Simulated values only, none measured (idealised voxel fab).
Process module name: voxel ribs on slabs
Section shown: cut. Width: 295 nm. Cell size: 5 nm, square.
In this document a cross-section is written as a grid of square cells. It is given as a series of bands, listed from the top down, and a band is one or more rows of cells. Band entry format. Leading values: height of top, height of bottom, nm. Remainder: materials in left-to-right order, each with its width in nm. Special words: "edge to edge" on a single material, which then fills the band edge to edge; "empty", empty space. Height reference: 0 = level under which incoming wafer is all one material. Lowest band: no bottom, runs on downward, e.g. "0..down". The notation "30 to 40" denotes a width that varies across the rows of cells in the band, beginning at the first number in the top row, finishing at the second number in the bottom row, and changing by an identical amount from each row to the next. Given "all unchanged" for a step, no cell of the cross-section differs between before and after that step. "Sealed internal cavities" specifies each empty space that is not open to the top and that occupies no fewer than 8 cells, using the form width x height at distance, the distance measured from the left edge and all three quantities in nm. If you see something after the settings on a step's line, that's the simulator's own remark about that step. overlay nm: on a step with a mask, how far right of its planned place the mask lay; negative means left.

Planned step list for the process
1,RECEIVE,material Si
2,DIRECTIONAL_DEP,material SiO2,thk nm 25
3,DIRECTIONAL_DEP,material SiN,thk nm 20
4,MASKED_ETCH,tone cover,mask id RIB,width nm 15,etch materials SiN,depth nm 10,overlay nm 0
5,PATTERN,tone cover,mask id SLAB,material resist,width nm 45,thk nm 15,overlay nm 0
6,DIRECTIONAL_ETCH,etch materials SiN,depth nm 10
7,STRIP,etch materials resist
8,FILL_DEP,material SiO2,thk nm 25
9,CMP,height nm 60
10,DIRECTIONAL_DEP,material TiN,thk nm 10
11,DIRECTIONAL_DEP,material aC,thk nm 15
12,PATTERN,tone cover,mask id HEATER,material resist,width nm 25,thk nm 30,overlay nm 0
13,DIRECTIONAL_ETCH,etch materials aC,depth nm 15
14,STRIP,etch materials resist
15,DIRECTIONAL_ETCH,etch materials TiN,depth nm 10
16,STRIP,etch materials aC
17,CONFORMAL_DEP,material SiN,thk nm 10
The plan shows the width nm of step 5 as the first wafer had it; this setting differs between the wafers, which start out alike.

As-received cross-section, first of several wafers, post step 1
- 0..down: Si edge to edge
- Sealed internal cavities: none

The cross-section of the first of several wafers is given below for the end of the module, after its final step, step 17
- 80..70: empty 125 nm, SiN 45 nm, empty 125 nm
- 70..60: SiN 135 nm, TiN 25 nm, SiN 135 nm
- 60..45: SiO2 edge to edge
- 45..35: SiO2 140 nm, SiN 15 nm, SiO2 140 nm
- 35..25: SiO2 125 nm, SiN 45 nm, SiO2 125 nm
- 25..0: SiO2 edge to edge
- 0..down: Si edge to edge
- Sealed internal cavities: none

Cross-section of the final wafer among several, taken at the end of the module
- 80..70: empty 125 nm, SiN 45 nm, empty 125 nm
- 70..60: SiN 135 nm, TiN 25 nm, SiN 135 nm
- 60..45: SiO2 edge to edge
- 45..35: SiO2 140 nm, SiN 15 nm, SiO2 140 nm
- 35..25: SiO2 115 nm, SiN 70 nm, SiO2 110 nm
- 25..0: SiO2 edge to edge
- 0..down: Si edge to edge
- Sealed internal cavities: none

Per wafer (row), end of module: delta in cells per material since receipt, (+) for gained, (-) for lost; closed voids after that
width nm 45, +150 SiN, +684 SiO2, +10 TiN, Sealed internal cavities: none
width nm 50, +152 SiN, +682 SiO2, +10 TiN, Sealed internal cavities: none
width nm 55, +154 SiN, +680 SiO2, +10 TiN, Sealed internal cavities: none
width nm 60, +156 SiN, +678 SiO2, +10 TiN, Sealed internal cavities: none
width nm 65, +158 SiN, +676 SiO2, +10 TiN, Sealed internal cavities: none
width nm 70, +160 SiN, +674 SiO2, +10 TiN, Sealed internal cavities: none
